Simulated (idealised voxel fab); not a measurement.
Title: Process Module voxel self aligned contacts
In the cross-section labelled cut, the width is 245 nm and each square cell is 5 nm.
Throughout this document, each cross-section is represented as a grid of square cells and is presented as a sequence of bands enumerated from the top downward, where a band comprises one or more rows of cells.
Look at the band entry: it leads with the top's height and the bottom's height in nm. Then it lists the materials left to right, with a width in nm for each. The word "throughout" on a single material says that material fills the band edge to edge. The word "empty" is empty space.
Beneath 0, the wafer as received is one material, and that level is where height counting begins. The lowest band goes on downward without a bottom; it is written like "0 nm and below".
Note: "30->40" means the width goes from the first number (top row of the band) to the second number (bottom row) in equal steps per row of cells.
It should be understood that the words "all unchanged", when stated for a given step, signify that the cross-section underwent no change in any of its cells during that step.
For the entry "Cavities, sealed", the listed items are empty spaces with no open way to the top whose size is 8 cells or more; each item follows the pattern width x height at distance, where distance is from the left edge and all three are in nm.
Note: text after step settings on the step line = simulator remark on that step.
overlay nm: mask right of planned place by this much (step with mask). Neg. = left.
# Steps in the process plan
| 1 | RECEIVE [material Si] |
| 2 | CONFORMAL_DEP [material SiO2] [thk nm 5] |
| 3 | DIRECTIONAL_DEP [material polySi] [thk nm 20] |
| 4 | DIRECTIONAL_DEP [material SiN] [thk nm 20] |
| 5 | PATTERN [tone cover] [mask id GATE] [material resist] [width nm 35] [pitch nm 70] [thk nm 20] [overlay nm 0] |
| 6 | DIRECTIONAL_ETCH [etch materials SiN] [depth nm 20] |
| 7 | DIRECTIONAL_ETCH [etch materials polySi] [depth nm 20] |
| 8 | STRIP [etch materials resist] |
| 9 | CONFORMAL_DEP [material SiN] [thk nm 5] |
| 10 | DIRECTIONAL_ETCH [etch materials SiN] [depth nm 5] |
| 11 | FILL_DEP [material SiO2] [thk nm 10] |
| 12 | CMP [height nm 50] |
| 13 | DIRECTIONAL_DEP [material aC] [thk nm 15] |
| 14 | PATTERN [tone open] [mask id CONTACT] [material resist] [width nm 45] [pitch nm 70] [thk nm 35] [overlay nm 0] |
| 15 | DIRECTIONAL_ETCH [etch materials aC] [depth nm 15] |
| 16 | STRIP [etch materials resist] |
| 17 | DIRECTIONAL_ETCH [etch materials SiO2] [depth nm 50] |
| 18 | STRIP [etch materials aC] |
| 19 | CONFORMAL_DEP [material TiN] [thk nm 5] |
| 20 | FILL_DEP [material W] [thk nm 5] |
| 21 | CMP [height nm 50] |
| 22 | CONFORMAL_DEP [material SiCN] [thk nm 5] |
Where the wafers of this document differ is in the thk nm of step 9; they start out the same, and the plan states the value that applied to the first wafer.
# After step 1, as received: first of several wafers, cross-section
    0 nm and below: Si throughout
    Cavities, sealed: none
# The first of several wafers, seen in cross-section after the module's last step, step 22
    55 nm to 50 nm: SiCN throughout
    50 nm to 45 nm: 65 nm SiO2 / 15 nm TiN / 15 nm W / 15 nm TiN / 25 nm SiO2 / 15 nm TiN / 15 nm W / 15 nm TiN / 65 nm SiO2
    45 nm to 25 nm: 30 nm SiO2 / 45 nm SiN / 5 nm TiN / 15 nm W / 5 nm TiN / 45 nm SiN / 5 nm TiN / 15 nm W / 5 nm TiN / 45 nm SiN / 30 nm SiO2
    25 nm to 5 nm: 30 nm SiO2 / 5 nm SiN / 35 nm polySi / 5 nm SiN / 5 nm TiN / 15 nm W / 5 nm TiN / 5 nm SiN / 35 nm polySi / 5 nm SiN / 5 nm TiN / 15 nm W / 5 nm TiN / 5 nm SiN / 35 nm polySi / 5 nm SiN / 30 nm SiO2
    5 nm to 0 nm: 75 nm SiO2 / 25 nm TiN / 45 nm SiO2 / 25 nm TiN / 75 nm SiO2
    0 nm and below: Si throughout
    Cavities, sealed: none
# Last wafer x-sec, end of module
    55 nm to 50 nm: SiCN throughout
    50 nm to 25 nm: 15 nm SiO2 / 215 nm SiN / 15 nm SiO2
    25 nm to 20 nm: 15 nm SiO2 / 20 nm SiN / 35 nm polySi / 35 nm SiN / 35 nm polySi / 35 nm SiN / 35 nm polySi / 20 nm SiN / 15 nm SiO2
    20 nm to 5 nm: 35 nm SiN / 35 nm polySi / 35 nm SiN / 35 nm polySi / 35 nm SiN / 35 nm polySi / 35 nm SiN
    5 nm to 0 nm: SiO2 throughout
    0 nm and below: Si throughout
    Cavities, sealed: none
# Below: a row per wafer. Contents at end of module: for every material, cells gained since receipt (+) or lost since receipt (-); then closed voids
thk nm 5; +49 SiCN; +132 SiN; +166 SiO2; +54 TiN; +54 W; +84 polySi; Cavities, sealed: none
thk nm 10; +49 SiCN; +229 SiN; +129 SiO2; +34 TiN; +14 W; +84 polySi; Cavities, sealed: none
thk nm 15; +49 SiCN; +287 SiN; +105 SiO2; +14 TiN; +84 polySi; Cavities, sealed: none
thk nm 20; +49 SiCN; +321 SiN; +85 SiO2; +84 polySi; Cavities, sealed: none
